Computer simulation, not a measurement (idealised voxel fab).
process module | voxel tone inversion
cross-section cut | 180 nm wide | cells 5 nm
A cross-section is a grid of square cells, given in bands from the top down. A band is one or more rows of cells.
Each band's line starts with the height of the band's top and of its bottom, in nm. Then come its materials from left to right, each with its width in nm. One material with "throughout" fills the band from edge to edge. "air" is empty space.
Height 0 is the level under which the wafer as received is all one material. The lowest band goes on downwards, as in "0 down".
A width such as "30 to 40" changes by the same amount from each row of cells to the next, from the band's top row to its bottom row.
"no change" after a step means that no cell of the cross-section changed.
closed voids: empty space of 8 cells or more with no open way to the top, each as width x height at its distance from the left edge, in nm
after a step's settings: what the simulator itself notes on the step
overlay nm, on a step with a mask: how far to the right of its planned place the mask lay; to the left if negative
plan
1 op RECEIVE | material Si
2 op CONFORMAL_DEP | material SiCN | thk nm 10
3 op DIRECTIONAL_DEP | material polySi | thk nm 25
4 op PATTERN | tone cover | mask id POSTS | material resist | width nm 15 | pitch nm 35 | thk nm 30 | overlay nm 0
5 op DIRECTIONAL_ETCH | etch materials polySi | depth nm 25
6 op STRIP | etch materials resist
7 op FILL_DEP | material SiO2 | thk nm 5
8 op CMP | height nm 35
9 op STRIP | etch materials polySi
10 op CONFORMAL_DEP | material TiN | thk nm 5
11 op FILL_DEP | material W | thk nm 10
12 op CMP | height nm 35
13 op CONFORMAL_DEP | material SiCN | thk nm 5
first wafer, as planned
as received, after step 1
  0 down: Si throughout
  closed voids: none
after step 2
  10 to 0: SiCN throughout
  below 0: unchanged
after step 3
  35 to 10: polySi throughout
  below 10: unchanged
after step 4
  65 to 35: air 65 | resist 15 | air 20 | resist 15 | air 65
  below 35: unchanged
after step 5
  65 to 35: air 65 | resist 15 | air 20 | resist 15 | air 65
  35 to 10: air 65 | polySi 15 | air 20 | polySi 15 | air 65
  below 10: unchanged
after step 6
  35 to 10: air 65 | polySi 15 | air 20 | polySi 15 | air 65
  below 10: unchanged
after step 7
  40 to 35: SiO2 throughout
  35 to 10: SiO2 65 | polySi 15 | SiO2 20 | polySi 15 | SiO2 65
  below 10: unchanged
after step 8
  35 to 10: SiO2 65 | polySi 15 | SiO2 20 | polySi 15 | SiO2 65
  below 10: unchanged
after step 9
  35 to 10: SiO2 65 | air 15 | SiO2 20 | air 15 | SiO2 65
  below 10: unchanged
after step 10
  40 to 35: TiN 70 | air 5 | TiN 30 | air 5 | TiN 70
  35 to 15: SiO2 65 | TiN 5 | air 5 | TiN 5 | SiO2 20 | TiN 5 | air 5 | TiN 5 | SiO2 65
  15 to 10: SiO2 65 | TiN 15 | SiO2 20 | TiN 15 | SiO2 65
  below 10: unchanged
after step 11
  50 to 40: W throughout
  40 to 35: TiN 70 | W 5 | TiN 30 | W 5 | TiN 70
  35 to 15: SiO2 65 | TiN 5 | W 5 | TiN 5 | SiO2 20 | TiN 5 | W 5 | TiN 5 | SiO2 65
  below 15: unchanged
after step 12
  35 to 15: SiO2 65 | TiN 5 | W 5 | TiN 5 | SiO2 20 | TiN 5 | W 5 | TiN 5 | SiO2 65
  below 15: unchanged
after step 13
  40 to 35: SiCN throughout
  below 35: unchanged
second wafer: like start, like plan, one mistake. Through step 3 it matches the first wafer
when step 4 should have ended
  65 to 35: resist 65 | air 15 | resist 20 | air 15 | resist 65
  below 35: unchanged
when step 5 should have ended
  65 to 35: resist 65 | air 15 | resist 20 | air 15 | resist 65
  35 to 10: polySi 65 | air 15 | polySi 20 | air 15 | polySi 65
  below 10: unchanged
when step 6 should have ended
  35 to 10: polySi 65 | air 15 | polySi 20 | air 15 | polySi 65
  below 10: unchanged
when step 7 should have ended
  40 to 35: SiO2 throughout
  35 to 10: polySi 65 | SiO2 15 | polySi 20 | SiO2 15 | polySi 65
  below 10: unchanged
when step 8 should have ended
  35 to 10: polySi 65 | SiO2 15 | polySi 20 | SiO2 15 | polySi 65
  below 10: unchanged
when step 9 should have ended
  35 to 10: air 65 | SiO2 15 | air 20 | SiO2 15 | air 65
  below 10: unchanged
when step 10 should have ended
  40 to 35: air 60 | TiN 25 | air 10 | TiN 25 | air 60
  35 to 15: air 60 | TiN 5 | SiO2 15 | TiN 5 | air 10 | TiN 5 | SiO2 15 | TiN 5 | air 60
  15 to 10: TiN 65 | SiO2 15 | TiN 20 | SiO2 15 | TiN 65
  below 10: unchanged
when step 11 should have ended
  50 to 40: W throughout
  40 to 35: W 60 | TiN 25 | W 10 | TiN 25 | W 60
  35 to 15: W 60 | TiN 5 | SiO2 15 | TiN 5 | W 10 | TiN 5 | SiO2 15 | TiN 5 | W 60
  below 15: unchanged
when step 12 should have ended
  35 to 15: W 60 | TiN 5 | SiO2 15 | TiN 5 | W 10 | TiN 5 | SiO2 15 | TiN 5 | W 60
  below 15: unchanged
when step 13 should have ended
  40 to 35: SiCN throughout
  below 35: unchanged
what went wrong: step 4 ran as: op PATTERN | tone open | mask id POSTS | material resist | width nm 15 | pitch nm 35 | thk nm 30 | overlay nm 0
at the end the second wafer has, in cells: 120 fewer of SiO2 | 24 more of TiN | 96 more of W
